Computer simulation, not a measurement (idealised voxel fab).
The following process module bears the name voxel transistor to metal.
Square cell edge 5 nm, section width 210 nm, ID cut.
Think of the cross-section as a grid of square cells. We describe it in bands, top to bottom, and each band covers one or more rows of those cells. This entry defines a band. It first specifies the height of the band's top and the height of its bottom in nm, and then specifies the band's materials from left to right, stating each material with its width in nm. The word "full width" identifies a single material that fills the band from edge to edge, while the word "blank" identifies empty space. Height reference: 0 = level under which incoming wafer is all one material. Lowest band: no bottom, runs on downward, e.g. "0 down". A two-number width, for instance "30 to 40", indicates that the width is equal to the first number in the top row of the band and to the second number in the bottom row, and that it changes by a constant amount per row of cells. For the purposes of this document, the phrase "remained unchanged" attached to a step denotes that no cell within the cross-section was modified by that step. The label "Enclosed void inventory" introduces a list of the empty spaces, 8 cells or larger, that have no open way up to the top; each entry in it reads width x height at distance, where the distance is taken from the left edge and all three are stated in nm. Past the settings on a step's line: simulator remark, on that step. Each step line may optionally specify "overlay nm", which for a step with a mask gives the rightward distance between the mask's planned place and where it lay, a negative value indicating the leftward direction. Each pair of cross-sections that follows straddles one process step: the one shows the state before the step, the other the state after it, down to the lowest band that changed and no further. The step in question, and its settings, are given under the pair. Note that a pair is not necessarily a continuation of the pair above it, since pairs can come from different runs of this module on the same starting wafer; it is a continuation only where its entry headed "Before step" says so.
-- Before step
0 down: Si full width
Enclosed void inventory: none
-- Resultant Cross-Section
0 to -5: SiO2 full width
All layers under -5 are left as they were.
Enclosed void inventory: none
The before and after cross-sections above differ by one step: op OXIDIZE | depth nm 5
Before step: see preceding pair, after cross-section.
-- Resultant Cross-Section
15 to 0: SiN full width
All layers under 0 are left as they were.
Enclosed void inventory: none
The before and after cross-sections above differ by one step: op CONFORMAL_DEP | material SiN | thk nm 15
Before step: see preceding pair, after cross-section.
-- Resultant Cross-Section
15 to 0: 45 of blank; 115 of SiN; 50 of blank
All layers under 0 are left as they were.
Enclosed void inventory: none
The before and after cross-sections above differ by one step: op MASKED_ETCH | tone cover | mask id ACTIVE | width nm 115 | etch materials SiN | depth nm 15 | overlay nm 0
Before step: see preceding pair, after cross-section.
-- Resultant Cross-Section
15 to 0: 45 of blank; 115 of SiN; 50 of blank
0 to -5: 45 of blank; 115 of SiO2; 50 of blank
All layers under -5 are left as they were.
Enclosed void inventory: none
The before and after cross-sections above differ by one step: op MASKED_ETCH | tone cover | mask id ACTIVE | width nm 115 | etch materials SiO2 | depth nm 5 | overlay nm 0
Before step: see preceding pair, after cross-section.
-- Resultant Cross-Section
15 to 0: 45 of blank; 115 of SiN; 50 of blank
0 to -5: 45 of blank; 115 of SiO2; 50 of blank
-5 to -30: 45 of blank; 115 of Si; 50 of blank
All layers under -30 are left as they were.
Enclosed void inventory: none
The before and after cross-sections above differ by one step: op MASKED_ETCH | tone cover | mask id ACTIVE | width nm 115 | etch materials Si | depth nm 25 | overlay nm 0
Before step: see preceding pair, after cross-section.
-- Resultant Cross-Section
15 to 0: 45 of blank; 115 of SiN; 50 of blank
0 to -5: 45 of blank; 115 of SiO2; 50 of blank
-5 to -30: 45 of blank; 5 of SiO2; 105 of Si; 5 of SiO2; 50 of blank
-30 to -35: 50 of SiO2; 105 of Si; 55 of SiO2
All layers under -35 are left as they were.
Enclosed void inventory: none
The before and after cross-sections above differ by one step: op OXIDIZE | depth nm 5
Before step: see preceding pair, after cross-section.
-- Resultant Cross-Section
30 to 15: SiO2 full width
15 to 0: 45 of SiO2; 115 of SiN; 50 of SiO2
0 to -5: SiO2 full width
-5 to -35: 50 of SiO2; 105 of Si; 55 of SiO2
All layers under -35 are left as they were.
Enclosed void inventory: none
The before and after cross-sections above differ by one step: op FILL_DEP | material SiO2 | thk nm 15
Before step: see preceding pair, after cross-section.
-- Resultant Cross-Section
15 to 0: 45 of SiO2; 115 of SiN; 50 of SiO2
All layers under 0 are left as they were.
Enclosed void inventory: none
The before and after cross-sections above differ by one step: op CMP | height nm 15
Before step: see preceding pair, after cross-section.
-- Resultant Cross-Section
15 to 5: 45 of blank; 115 of SiN; 50 of blank
All layers under 5 are left as they were.
Enclosed void inventory: none
The before and after cross-sections above differ by one step: op SELECTIVE_ETCH | etch materials SiO2 | depth nm 10
Before step: see preceding pair, after cross-section.
-- Resultant Cross-Section
5 to 0: 45 of SiO2; 115 of blank; 50 of SiO2
All layers under 0 are left as they were.
Enclosed void inventory: none
The before and after cross-sections above differ by one step: op STRIP | etch materials SiN
Before step: see preceding pair, after cross-section.
-- Resultant Cross-Section
0 to -5: 40 of SiO2; 125 of blank; 45 of SiO2
All layers under -5 are left as they were.
Enclosed void inventory: none
The before and after cross-sections above differ by one step: op SELECTIVE_ETCH | etch materials SiO2 | depth nm 5
Before step: see preceding pair, after cross-section.
-- Resultant Cross-Section
0 to -5: 40 of SiO2; 125 of blank; 45 of SiO2
-5 to -10: SiO2 full width
All layers under -10 are left as they were.
Enclosed void inventory: none
The before and after cross-sections above differ by one step: op OXIDIZE | depth nm 5
Before step: see preceding pair, after cross-section.
-- Resultant Cross-Section
25 to 20: 40 of polySi; 125 of blank; 45 of polySi
20 to 0: polySi full width
0 to -5: 40 of SiO2; 125 of polySi; 45 of SiO2
All layers under -5 are left as they were.
Enclosed void inventory: none
The before and after cross-sections above differ by one step: op DIRECTIONAL_DEP | material polySi | thk nm 25
Before step: see preceding pair, after cross-section.
-- Resultant Cross-Section
35 to 30: 40 of SiCN; 125 of blank; 45 of SiCN
30 to 25: SiCN full width
25 to 20: 40 of polySi; 125 of SiCN; 45 of polySi
All layers under 20 are left as they were.
Enclosed void inventory: none
The before and after cross-sections above differ by one step: op DIRECTIONAL_DEP | material SiCN | thk nm 10
Before step: see preceding pair, after cross-section.
-- Resultant Cross-Section
45 to 40: 40 of aC; 125 of blank; 45 of aC
40 to 35: aC full width
35 to 30: 40 of SiCN; 125 of aC; 45 of SiCN
All layers under 30 are left as they were.
Enclosed void inventory: none
The before and after cross-sections above differ by one step: op DIRECTIONAL_DEP | material aC | thk nm 10
Before step: see preceding pair, after cross-section.
-- Resultant Cross-Section
70 to 45: 95 of blank; 15 of resist; 100 of blank
45 to 40: 40 of aC; 55 of blank; 15 of resist; 55 of blank; 45 of aC
All layers under 40 are left as they were.
Enclosed void inventory: none
The before and after cross-sections above differ by one step: op PATTERN | tone cover | mask id GATE | material resist | width nm 15 | thk nm 25 | overlay nm 0
Before step: see preceding pair, after cross-section.
-- Resultant Cross-Section
60 to 40: 95 of blank; 15 of resist; 100 of blank
40 to 35: 95 of blank; 15 of aC; 100 of blank
35 to 30: 40 of SiCN; 55 of blank; 15 of aC; 55 of blank; 45 of SiCN
All layers under 30 are left as they were.
Enclosed void inventory: none
The before and after cross-sections above differ by one step: op DIRECTIONAL_ETCH | etch materials aC | depth nm 10
Before step: see preceding pair, after cross-section.
-- Resultant Cross-Section
40 to 35: 95 of blank; 15 of aC; 100 of blank
All layers under 35 are left as they were.
Enclosed void inventory: none
The before and after cross-sections above differ by one step: op STRIP | etch materials resist
Before step: see preceding pair, after cross-section.
-- Resultant Cross-Section
40 to 30: 95 of blank; 15 of aC; 100 of blank
30 to 25: 95 of blank; 15 of SiCN; 100 of blank
25 to 20: 40 of polySi; 55 of blank; 15 of SiCN; 55 of blank; 45 of polySi
All layers under 20 are left as they were.
Enclosed void inventory: none
The before and after cross-sections above differ by one step: op DIRECTIONAL_ETCH | etch materials SiCN | depth nm 20
Before step: see preceding pair, after cross-section.
-- Resultant Cross-Section
40 to 30: 95 of blank; 15 of aC; 100 of blank
30 to 20: 95 of blank; 15 of SiCN; 100 of blank
20 to 0: 95 of blank; 15 of polySi; 100 of blank
0 to -5: 40 of SiO2; 55 of blank; 15 of polySi; 55 of blank; 45 of SiO2
All layers under -5 are left as they were.
Enclosed void inventory: none
The before and after cross-sections above differ by one step: op DIRECTIONAL_ETCH | etch materials polySi | depth nm 35
Before step: see preceding pair, after cross-section.
-- Resultant Cross-Section
30 to 20: 95 of blank; 15 of SiCN; 100 of blank
All layers under 20 are left as they were.
Enclosed void inventory: none
The before and after cross-sections above differ by one step: op STRIP | etch materials aC
Before step: see preceding pair, after cross-section.
-- Resultant Cross-Section
40 to 30: 85 of blank; 35 of SiN; 90 of blank
30 to 20: 85 of blank; 10 of SiN; 15 of SiCN; 10 of SiN; 90 of blank
20 to 10: 85 of blank; 10 of SiN; 15 of polySi; 10 of SiN; 90 of blank
10 to 5: 50 of SiN; 35 of blank; 10 of SiN; 15 of polySi; 10 of SiN; 35 of blank; 55 of SiN
5 to 0: 95 of SiN; 15 of polySi; 100 of SiN
0 to -5: 40 of SiO2; 55 of SiN; 15 of polySi; 55 of SiN; 45 of SiO2
All layers under -5 are left as they were.
Enclosed void inventory: none
The before and after cross-sections above differ by one step: op CONFORMAL_DEP | material SiN | thk nm 10
Before step: see preceding pair, after cross-section.
-- Resultant Cross-Section
30 to 20: 85 of blank; 10 of SiN; 15 of SiCN; 10 of SiN; 90 of blank
20 to 0: 85 of blank; 10 of SiN; 15 of polySi; 10 of SiN; 90 of blank
0 to -5: 40 of SiO2; 10 of SiN; 35 of blank; 10 of SiN; 15 of polySi; 10 of SiN; 35 of blank; 10 of SiN; 45 of SiO2
All layers under -5 are left as they were.
Enclosed void inventory: none
The before and after cross-sections above differ by one step: op DIRECTIONAL_ETCH | etch materials SiN | depth nm 10
Before step: see preceding pair, after cross-section.
-- Resultant Cross-Section
30 to 20: 85 of blank; 10 of SiN; 15 of SiCN; 10 of SiN; 90 of blank
20 to 0: 85 of blank; 10 of SiN; 15 of polySi; 10 of SiN; 90 of blank
0 to -5: 40 of blank; 10 of SiN; 35 of blank; 10 of SiN; 15 of polySi; 10 of SiN; 35 of blank; 10 of SiN; 45 of blank
-5 to -10: 50 of SiO2; 35 of blank; 35 of SiO2; 35 of blank; 55 of SiO2
All layers under -10 are left as they were.
Enclosed void inventory: none
The before and after cross-sections above differ by one step: op DIRECTIONAL_ETCH | etch materials SiO2 | depth nm 5
Before step: see preceding pair, after cross-section.
-- Resultant Cross-Section
30 to 20: 85 of blank; 10 of SiN; 15 of SiCN; 10 of SiN; 90 of blank
20 to 0: 85 of blank; 10 of SiN; 15 of polySi; 10 of SiN; 90 of blank
0 to -5: 40 of blank; 10 of SiN; 35 of blank; 10 of SiN; 15 of polySi; 10 of SiN; 35 of blank; 10 of SiN; 45 of blank
-5 to -10: 50 of SiO2; 35 of blank; 35 of SiO2; 35 of blank; 55 of SiO2
-10 to -20: 50 of SiO2; 35 of blank; 35 of Si; 35 of blank; 55 of SiO2
All layers under -20 are left as they were.
Enclosed void inventory: none
The before and after cross-sections above differ by one step: op DIRECTIONAL_ETCH | etch materials Si | depth nm 10
Before step: see preceding pair, after cross-section.
-- Resultant Cross-Section
30 to 20: 85 of blank; 10 of SiN; 15 of SiCN; 10 of SiN; 90 of blank
20 to 5: 85 of blank; 10 of SiN; 15 of polySi; 10 of SiN; 90 of blank
5 to 0: 70 of blank; 15 of nSi; 10 of SiN; 15 of polySi; 10 of SiN; 15 of nSi; 75 of blank
0 to -5: 40 of blank; 10 of SiN; 20 of blank; 15 of nSi; 10 of SiN; 15 of polySi; 10 of SiN; 15 of nSi; 20 of blank; 10 of SiN; 45 of blank
-5 to -10: 50 of SiO2; 35 of nSi; 35 of SiO2; 35 of nSi; 55 of SiO2
-10 to -20: 50 of SiO2; 35 of nSi; 35 of Si; 35 of nSi; 55 of SiO2
All layers under -20 are left as they were.
Enclosed void inventory: none
The before and after cross-sections above differ by one step: op EPI | material nSi | thk nm 15
Before step: see preceding pair, after cross-section.
-- Resultant Cross-Section
35 to 30: SiO2 full width
30 to 20: 85 of SiO2; 10 of SiN; 15 of SiCN; 10 of SiN; 90 of SiO2
20 to 5: 85 of SiO2; 10 of SiN; 15 of polySi; 10 of SiN; 90 of SiO2
5 to 0: 70 of SiO2; 15 of nSi; 10 of SiN; 15 of polySi; 10 of SiN; 15 of nSi; 75 of SiO2
0 to -5: 40 of SiO2; 10 of SiN; 20 of SiO2; 15 of nSi; 10 of SiN; 15 of polySi; 10 of SiN; 15 of nSi; 20 of SiO2; 10 of SiN; 45 of SiO2
All layers under -5 are left as they were.
Enclosed void inventory: none
The before and after cross-sections above differ by one step: op FILL_DEP | material SiO2 | thk nm 5
Before step: see preceding pair, after cross-section.
-- Resultant Cross-Section
30 to 20: 85 of SiO2; 10 of SiN; 15 of SiCN; 10 of SiN; 90 of SiO2
All layers under 20 are left as they were.
Enclosed void inventory: none
The before and after cross-sections above differ by one step: op CMP | height nm 30
Before step: see preceding pair, after cross-section.
-- Resultant Cross-Section
45 to 30: SiO2 full width
All layers under 30 are left as they were.
Enclosed void inventory: none
The before and after cross-sections above differ by one step: op DIRECTIONAL_DEP | material SiO2 | thk nm 15
Before step: see preceding pair, after cross-section.
-- Resultant Cross-Section
55 to 45: aC full width
All layers under 45 are left as they were.
Enclosed void inventory: none
The before and after cross-sections above differ by one step: op DIRECTIONAL_DEP | material aC | thk nm 10
Before step: see preceding pair, after cross-section.
-- Resultant Cross-Section
85 to 55: 55 of resist; 20 of blank; 55 of resist; 20 of blank; 60 of resist
All layers under 55 are left as they were.
Enclosed void inventory: none
The before and after cross-sections above differ by one step: op PATTERN | tone open | mask id CONTACT | material resist | width nm 20 | pitch nm 75 | thk nm 30 | overlay nm 0
Before step: see preceding pair, after cross-section.
-- Resultant Cross-Section
75 to 55: 55 of resist; 20 of blank; 55 of resist; 20 of blank; 60 of resist
55 to 45: 55 of aC; 20 of blank; 55 of aC; 20 of blank; 60 of aC
All layers under 45 are left as they were.
Enclosed void inventory: none
The before and after cross-sections above differ by one step: op DIRECTIONAL_ETCH | etch materials aC | depth nm 10
Before step: see preceding pair, after cross-section.
-- Resultant Cross-Section
55 to 45: 55 of aC; 20 of blank; 55 of aC; 20 of blank; 60 of aC
All layers under 45 are left as they were.
Enclosed void inventory: none
The before and after cross-sections above differ by one step: op STRIP | etch materials resist
Before step: see preceding pair, after cross-section.
-- Resultant Cross-Section
55 to 45: 55 of aC; 20 of blank; 55 of aC; 20 of blank; 60 of aC
45 to 30: 55 of SiO2; 20 of blank; 55 of SiO2; 20 of blank; 60 of SiO2
30 to 20: 55 of SiO2; 20 of blank; 10 of SiO2; 10 of SiN; 15 of SiCN; 10 of SiN; 10 of SiO2; 20 of blank; 60 of SiO2
20 to 5: 55 of SiO2; 20 of blank; 10 of SiO2; 10 of SiN; 15 of polySi; 10 of SiN; 10 of SiO2; 20 of blank; 60 of SiO2
5 to 0: 55 of SiO2; 15 of blank; 15 of nSi; 10 of SiN; 15 of polySi; 10 of SiN; 15 of nSi; 15 of blank; 60 of SiO2
0 to -5: 40 of SiO2; 10 of SiN; 5 of SiO2; 15 of blank; 15 of nSi; 10 of SiN; 15 of polySi; 10 of SiN; 15 of nSi; 15 of blank; 5 of SiO2; 10 of SiN; 45 of SiO2
All layers under -5 are left as they were.
Enclosed void inventory: none
The before and after cross-sections above differ by one step: op DIRECTIONAL_ETCH | etch materials SiO2 | depth nm 50
Before step: see preceding pair, after cross-section.
-- Resultant Cross-Section
45 to 30: 55 of SiO2; 20 of blank; 55 of SiO2; 20 of blank; 60 of SiO2
All layers under 30 are left as they were.
Enclosed void inventory: none
The before and after cross-sections above differ by one step: op STRIP | etch materials aC
Before step: see preceding pair, after cross-section.
-- Resultant Cross-Section
50 to 45: 60 of TiN; 10 of blank; 65 of TiN; 10 of blank; 65 of TiN
45 to 30: 55 of SiO2; 5 of TiN; 10 of blank; 5 of TiN; 55 of SiO2; 5 of TiN; 10 of blank; 5 of TiN; 60 of SiO2
30 to 20: 55 of SiO2; 5 of TiN; 10 of blank; 5 of TiN; 10 of SiO2; 10 of SiN; 15 of SiCN; 10 of SiN; 10 of SiO2; 5 of TiN; 10 of blank; 5 of TiN; 60 of SiO2
20 to 10: 55 of SiO2; 5 of TiN; 10 of blank; 5 of TiN; 10 of SiO2; 10 of SiN; 15 of polySi; 10 of SiN; 10 of SiO2; 5 of TiN; 10 of blank; 5 of TiN; 60 of SiO2
10 to 5: 55 of SiO2; 5 of TiN; 5 of blank; 10 of TiN; 10 of SiO2; 10 of SiN; 15 of polySi; 10 of SiN; 10 of SiO2; 10 of TiN; 5 of blank; 5 of TiN; 60 of SiO2
5 to 0: 55 of SiO2; 5 of TiN; 5 of blank; 5 of TiN; 15 of nSi; 10 of SiN; 15 of polySi; 10 of SiN; 15 of nSi; 5 of TiN; 5 of blank; 5 of TiN; 60 of SiO2
0 to -5: 40 of SiO2; 10 of SiN; 5 of SiO2; 15 of TiN; 15 of nSi; 10 of SiN; 15 of polySi; 10 of SiN; 15 of nSi; 15 of TiN; 5 of SiO2; 10 of SiN; 45 of SiO2
All layers under -5 are left as they were.
Enclosed void inventory: none
The before and after cross-sections above differ by one step: op CONFORMAL_DEP | material TiN | thk nm 5
Before step: see preceding pair, after cross-section.
-- Resultant Cross-Section
55 to 50: W full width
50 to 45: 60 of TiN; 10 of W; 65 of TiN; 10 of W; 65 of TiN
45 to 30: 55 of SiO2; 5 of TiN; 10 of W; 5 of TiN; 55 of SiO2; 5 of TiN; 10 of W; 5 of TiN; 60 of SiO2
30 to 20: 55 of SiO2; 5 of TiN; 10 of W; 5 of TiN; 10 of SiO2; 10 of SiN; 15 of SiCN; 10 of SiN; 10 of SiO2; 5 of TiN; 10 of W; 5 of TiN; 60 of SiO2
20 to 10: 55 of SiO2; 5 of TiN; 10 of W; 5 of TiN; 10 of SiO2; 10 of SiN; 15 of polySi; 10 of SiN; 10 of SiO2; 5 of TiN; 10 of W; 5 of TiN; 60 of SiO2
10 to 5: 55 of SiO2; 5 of TiN; 5 of W; 10 of TiN; 10 of SiO2; 10 of SiN; 15 of polySi; 10 of SiN; 10 of SiO2; 10 of TiN; 5 of W; 5 of TiN; 60 of SiO2
5 to 0: 55 of SiO2; 5 of TiN; 5 of W; 5 of TiN; 15 of nSi; 10 of SiN; 15 of polySi; 10 of SiN; 15 of nSi; 5 of TiN; 5 of W; 5 of TiN; 60 of SiO2
All layers under 0 are left as they were.
Enclosed void inventory: none
The before and after cross-sections above differ by one step: op FILL_DEP | material W | thk nm 5
Before step: see preceding pair, after cross-section.
-- Resultant Cross-Section
45 to 30: 55 of SiO2; 5 of TiN; 10 of W; 5 of TiN; 55 of SiO2; 5 of TiN; 10 of W; 5 of TiN; 60 of SiO2
All layers under 30 are left as they were.
Enclosed void inventory: none
The before and after cross-sections above differ by one step: op CMP | height nm 45
Before step: see preceding pair, after cross-section.
-- Resultant Cross-Section
50 to 45: SiCN full width
All layers under 45 are left as they were.
Enclosed void inventory: none
The before and after cross-sections above differ by one step: op CONFORMAL_DEP | material SiCN | thk nm 5
Before step: see preceding pair, after cross-section.
-- Resultant Cross-Section
75 to 50: lowk full width
All layers under 50 are left as they were.
Enclosed void inventory: none
The before and after cross-sections above differ by one step: op DIRECTIONAL_DEP | material lowk | thk nm 25
Before step: see preceding pair, after cross-section.
-- Resultant Cross-Section
90 to 75: 55 of resist; 20 of blank; 55 of resist; 20 of blank; 60 of resist
All layers under 75 are left as they were.
Enclosed void inventory: none
The before and after cross-sections above differ by one step: op PATTERN | tone open | mask id METAL_1 | material resist | width nm 20 | pitch nm 75 | thk nm 15 | overlay nm 0
Before step: see preceding pair, after cross-section.
-- Resultant Cross-Section
90 to 75: 55 of resist; 20 of blank; 55 of resist; 20 of blank; 60 of resist
75 to 50: 55 of lowk; 20 of blank; 55 of lowk; 20 of blank; 60 of lowk
All layers under 50 are left as they were.
Enclosed void inventory: none
The before and after cross-sections above differ by one step: op DIRECTIONAL_ETCH | etch materials lowk | depth nm 25
Before step: see preceding pair, after cross-section.
-- Resultant Cross-Section
90 to 75: 55 of resist; 20 of blank; 55 of resist; 20 of blank; 60 of resist
75 to 50: 55 of lowk; 20 of blank; 55 of lowk; 20 of blank; 60 of lowk
50 to 45: 55 of SiCN; 20 of blank; 55 of SiCN; 20 of blank; 60 of SiCN
All layers under 45 are left as they were.
Enclosed void inventory: none
The before and after cross-sections above differ by one step: op DIRECTIONAL_ETCH | etch materials SiCN | depth nm 5
Before step: see preceding pair, after cross-section.
-- Resultant Cross-Section
75 to 50: 55 of lowk; 20 of blank; 55 of lowk; 20 of blank; 60 of lowk
All layers under 50 are left as they were.
Enclosed void inventory: none
The before and after cross-sections above differ by one step: op STRIP | etch materials resist
Before step: see preceding pair, after cross-section.
-- Resultant Cross-Section
80 to 75: 60 of TiN; 10 of blank; 65 of TiN; 10 of blank; 65 of TiN
75 to 50: 55 of lowk; 5 of TiN; 10 of blank; 5 of TiN; 55 of lowk; 5 of TiN; 10 of blank; 5 of TiN; 60 of lowk
50 to 45: 55 of SiCN; 20 of TiN; 55 of SiCN; 20 of TiN; 60 of SiCN
All layers under 45 are left as they were.
Enclosed void inventory: none
The before and after cross-sections above differ by one step: op CONFORMAL_DEP | material TiN | thk nm 5
Before step: see preceding pair, after cross-section.
-- Resultant Cross-Section
90 to 80: Ru full width
80 to 75: 60 of TiN; 10 of Ru; 65 of TiN; 10 of Ru; 65 of TiN
75 to 50: 55 of lowk; 5 of TiN; 10 of Ru; 5 of TiN; 55 of lowk; 5 of TiN; 10 of Ru; 5 of TiN; 60 of lowk
All layers under 50 are left as they were.
Enclosed void inventory: none
The before and after cross-sections above differ by one step: op FILL_DEP | material Ru | thk nm 10
Before step: see preceding pair, after cross-section.
-- Resultant Cross-Section
75 to 50: 55 of lowk; 5 of TiN; 10 of Ru; 5 of TiN; 55 of lowk; 5 of TiN; 10 of Ru; 5 of TiN; 60 of lowk
All layers under 50 are left as they were.
Enclosed void inventory: none
The before and after cross-sections above differ by one step: op CMP | height nm 75
Before step: see preceding pair, after cross-section.
-- Resultant Cross-Section
80 to 75: SiN full width
All layers under 75 are left as they were.
Enclosed void inventory: none
The before and after cross-sections above differ by one step: op CONFORMAL_DEP | material SiN | thk nm 5
-- Before step
30 to 15: SiO2 full width
15 to 0: 45 of SiO2; 115 of SiN; 50 of SiO2
0 to -5: SiO2 full width
-5 to -35: 50 of SiO2; 105 of Si; 55 of SiO2
-35 down: Si full width
Enclosed void inventory: none
-- Resultant Cross-Section
20 to 15: SiO2 full width
All layers under 15 are left as they were.
Enclosed void inventory: none
The before and after cross-sections above differ by one step: op SELECTIVE_ETCH | etch materials SiO2 | depth nm 10
Before step: see preceding pair, after cross-section.
-- Resultant Cross-Section
15 to 0: 45 of SiO2; 115 of SiN; 50 of SiO2
All layers under 0 are left as they were.
Enclosed void inventory: none
The before and after cross-sections above differ by one step: op SELECTIVE_ETCH | etch materials SiO2 | depth nm 5
Before step: see preceding pair, after cross-section.
-- Resultant Cross-Section
40 to 15: polySi full width
All layers under 15 are left as they were.
Enclosed void inventory: none
The before and after cross-sections above differ by one step: op DIRECTIONAL_DEP | material polySi | thk nm 25
Before step: see preceding pair, after cross-section.
-- Resultant Cross-Section
50 to 40: SiCN full width
All layers under 40 are left as they were.
Enclosed void inventory: none
The before and after cross-sections above differ by one step: op DIRECTIONAL_DEP | material SiCN | thk nm 10
Before step: see preceding pair, after cross-section.
-- Resultant Cross-Section
60 to 50: aC full width
All layers under 50 are left as they were.
Enclosed void inventory: none
The before and after cross-sections above differ by one step: op DIRECTIONAL_DEP | material aC | thk nm 10
Before step: see preceding pair, after cross-section.
-- Resultant Cross-Section
85 to 60: 95 of blank; 15 of resist; 100 of blank
All layers under 60 are left as they were.
Enclosed void inventory: none
The before and after cross-sections above differ by one step: op PATTERN | tone cover | mask id GATE | material resist | width nm 15 | thk nm 25 | overlay nm 0
Before step: see preceding pair, after cross-section.
-- Resultant Cross-Section
75 to 60: 95 of blank; 15 of resist; 100 of blank
60 to 50: 95 of blank; 15 of aC; 100 of blank
All layers under 50 are left as they were.
Enclosed void inventory: none
The before and after cross-sections above differ by one step: op DIRECTIONAL_ETCH | etch materials aC | depth nm 10
Before step: see preceding pair, after cross-section.
-- Resultant Cross-Section
60 to 50: 95 of blank; 15 of aC; 100 of blank
All layers under 50 are left as they were.
Enclosed void inventory: none
The before and after cross-sections above differ by one step: op STRIP | etch materials resist
Before step: see preceding pair, after cross-section.
-- Resultant Cross-Section
60 to 50: 95 of blank; 15 of aC; 100 of blank
50 to 40: 95 of blank; 15 of SiCN; 100 of blank
All layers under 40 are left as they were.
Enclosed void inventory: none
The before and after cross-sections above differ by one step: op DIRECTIONAL_ETCH | etch materials SiCN | depth nm 20
Before step: see preceding pair, after cross-section.
-- Resultant Cross-Section
60 to 50: 95 of blank; 15 of aC; 100 of blank
50 to 40: 95 of blank; 15 of SiCN; 100 of blank
40 to 15: 95 of blank; 15 of polySi; 100 of blank
All layers under 15 are left as they were.
Enclosed void inventory: none
The before and after cross-sections above differ by one step: op DIRECTIONAL_ETCH | etch materials polySi | depth nm 35
Before step: see preceding pair, after cross-section.
-- Resultant Cross-Section
50 to 40: 95 of blank; 15 of SiCN; 100 of blank
All layers under 40 are left as they were.
Enclosed void inventory: none
The before and after cross-sections above differ by one step: op STRIP | etch materials aC
Before step: see preceding pair, after cross-section.
-- Resultant Cross-Section
60 to 50: 85 of blank; 35 of SiN; 90 of blank
50 to 40: 85 of blank; 10 of SiN; 15 of SiCN; 10 of SiN; 90 of blank
40 to 25: 85 of blank; 10 of SiN; 15 of polySi; 10 of SiN; 90 of blank
25 to 15: 95 of SiN; 15 of polySi; 100 of SiN
All layers under 15 are left as they were.
Enclosed void inventory: none
The before and after cross-sections above differ by one step: op CONFORMAL_DEP | material SiN | thk nm 10
Before step: see preceding pair, after cross-section.
-- Resultant Cross-Section
50 to 40: 85 of blank; 10 of SiN; 15 of SiCN; 10 of SiN; 90 of blank
40 to 15: 85 of blank; 10 of SiN; 15 of polySi; 10 of SiN; 90 of blank
All layers under 15 are left as they were.
Enclosed void inventory: none
The before and after cross-sections above differ by one step: op DIRECTIONAL_ETCH | etch materials SiN | depth nm 10
Before step: see preceding pair, after cross-section.
-- Resultant Cross-Section
50 to 40: 85 of blank; 10 of SiN; 15 of SiCN; 10 of SiN; 90 of blank
40 to 15: 85 of blank; 10 of SiN; 15 of polySi; 10 of SiN; 90 of blank
15 to 10: 45 of blank; 115 of SiN; 50 of blank
All layers under 10 are left as they were.
Enclosed void inventory: none
The before and after cross-sections above differ by one step: op DIRECTIONAL_ETCH | etch materials SiO2 | depth nm 5
Before step: see preceding pair, after cross-section.
-- Resultant Cross-Section
55 to 50: SiO2 full width
50 to 40: 85 of SiO2; 10 of SiN; 15 of SiCN; 10 of SiN; 90 of SiO2
40 to 15: 85 of SiO2; 10 of SiN; 15 of polySi; 10 of SiN; 90 of SiO2
15 to 0: 45 of SiO2; 115 of SiN; 50 of SiO2
All layers under 0 are left as they were.
Enclosed void inventory: none
The before and after cross-sections above differ by one step: op FILL_DEP | material SiO2 | thk nm 5
Before step: see preceding pair, after cross-section.
-- Resultant Cross-Section
30 to 15: 85 of SiO2; 10 of SiN; 15 of polySi; 10 of SiN; 90 of SiO2
All layers under 15 are left as they were.
Enclosed void inventory: none
The before and after cross-sections above differ by one step: op CMP | height nm 30
Before step: see preceding pair, after cross-section.
-- Resultant Cross-Section
45 to 30: SiO2 full width
All layers under 30 are left as they were.
Enclosed void inventory: none
The before and after cross-sections above differ by one step: op DIRECTIONAL_DEP | material SiO2 | thk nm 15
Before step: see preceding pair, after cross-section.
-- Resultant Cross-Section
55 to 45: aC full width
All layers under 45 are left as they were.
Enclosed void inventory: none
The before and after cross-sections above differ by one step: op DIRECTIONAL_DEP | material aC | thk nm 10
Before step: see preceding pair, after cross-section.
-- Resultant Cross-Section
85 to 55: 55 of resist; 20 of blank; 55 of resist; 20 of blank; 60 of resist
All layers under 55 are left as they were.
Enclosed void inventory: none
The before and after cross-sections above differ by one step: op PATTERN | tone open | mask id CONTACT | material resist | width nm 20 | pitch nm 75 | thk nm 30 | overlay nm 0
Before step: see preceding pair, after cross-section.
-- Resultant Cross-Section
75 to 55: 55 of resist; 20 of blank; 55 of resist; 20 of blank; 60 of resist
55 to 45: 55 of aC; 20 of blank; 55 of aC; 20 of blank; 60 of aC
All layers under 45 are left as they were.
Enclosed void inventory: none
The before and after cross-sections above differ by one step: op DIRECTIONAL_ETCH | etch materials aC | depth nm 10
Before step: see preceding pair, after cross-section.
-- Resultant Cross-Section
55 to 45: 55 of aC; 20 of blank; 55 of aC; 20 of blank; 60 of aC
All layers under 45 are left as they were.
Enclosed void inventory: none
The before and after cross-sections above differ by one step: op STRIP | etch materials resist
Before step: see preceding pair, after cross-section.
-- Resultant Cross-Section
55 to 45: 55 of aC; 20 of blank; 55 of aC; 20 of blank; 60 of aC
45 to 30: 55 of SiO2; 20 of blank; 55 of SiO2; 20 of blank; 60 of SiO2
30 to 15: 55 of SiO2; 20 of blank; 10 of SiO2; 10 of SiN; 15 of polySi; 10 of SiN; 10 of SiO2; 20 of blank; 60 of SiO2
All layers under 15 are left as they were.
Enclosed void inventory: none
The before and after cross-sections above differ by one step: op DIRECTIONAL_ETCH | etch materials SiO2 | depth nm 50
Before step: see preceding pair, after cross-section.
-- Resultant Cross-Section
45 to 30: 55 of SiO2; 20 of blank; 55 of SiO2; 20 of blank; 60 of SiO2
All layers under 30 are left as they were.
Enclosed void inventory: none
The before and after cross-sections above differ by one step: op STRIP | etch materials aC
Before step: see preceding pair, after cross-section.
-- Resultant Cross-Section
50 to 45: 60 of TiN; 10 of blank; 65 of TiN; 10 of blank; 65 of TiN
45 to 30: 55 of SiO2; 5 of TiN; 10 of blank; 5 of TiN; 55 of SiO2; 5 of TiN; 10 of blank; 5 of TiN; 60 of SiO2
30 to 20: 55 of SiO2; 5 of TiN; 10 of blank; 5 of TiN; 10 of SiO2; 10 of SiN; 15 of polySi; 10 of SiN; 10 of SiO2; 5 of TiN; 10 of blank; 5 of TiN; 60 of SiO2
20 to 15: 55 of SiO2; 20 of TiN; 10 of SiO2; 10 of SiN; 15 of polySi; 10 of SiN; 10 of SiO2; 20 of TiN; 60 of SiO2
All layers under 15 are left as they were.
Enclosed void inventory: none
The before and after cross-sections above differ by one step: op CONFORMAL_DEP | material TiN | thk nm 5
